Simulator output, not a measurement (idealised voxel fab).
Presented below is a process module, voxel lift off.
In the cross-section labelled cut, the width is 285 nm and each square cell is 5 nm.
Cross-section layout: square cells on a grid; listed as bands, top to bottom; a band spans one or more cell rows. For a band, the entry starts with two heights in nm, that of the top and then that of the bottom, and carries on with the band's materials in order from left to right, each alongside its width in nm; the word "all across" beside a single material means it fills the band edge to edge, and "blank" means empty space. Height datum 0, below which the as-received substrate wafer is one material. Lowest band open at the bottom, running downward: "0 -> down". A two-number width, for instance "30 to 40", indicates that the width is equal to the first number in the top row of the band and to the second number in the bottom row, and that it changes by a constant amount per row of cells. When a step is marked "nothing altered", none of the cells in the cross-section changed during that step. Under "Closed void catalog" you'll find the enclosed gaps, the ones with no way out to the top, that are 8 cells or bigger; each reads width x height at distance, with distance counted from the left edge, everything in nm. Past the settings on a step's line: simulator remark, on that step. "overlay nm" answers the question of how far to the right of plan the mask lay on a step that has a mask, and when it is negative the answer is to the left.
## Steps planned for the process
1) op RECEIVE | material Si
2) op CONFORMAL_DEP | material SiO2 | thk nm 10
3) op PATTERN | tone open | mask id LINES | material resist | width nm 25 | pitch nm 40 | thk nm 20 | overlay nm 0
4) op DIRECTIONAL_DEP | material Ru | thk nm 5
5) op STRIP | etch materials resist
6) op CONFORMAL_DEP | material SiN | thk nm 10
## As received (post step 1): cross-section
- 0 -> down  Si all across
- Closed void catalog: none
## Wafer cross-section at end of module: start and plan as shown above, one execution error
- 25 -> 20  90 blank | 85 SiN | 110 blank
- 20 -> 15  SiN all across
- 15 -> 10  100 SiN | 25 Ru | 15 SiN | 25 Ru | 120 SiN
- 10 -> 0  SiO2 all across
- 0 -> down  Si all across
- Closed void catalog: none
Misprocessing identified: contrary to plan, step 3 was performed as op PATTERN | tone open | mask id LINES | material resist | width nm 25 | pitch nm 40 | thk nm 20 | overlay nm -10
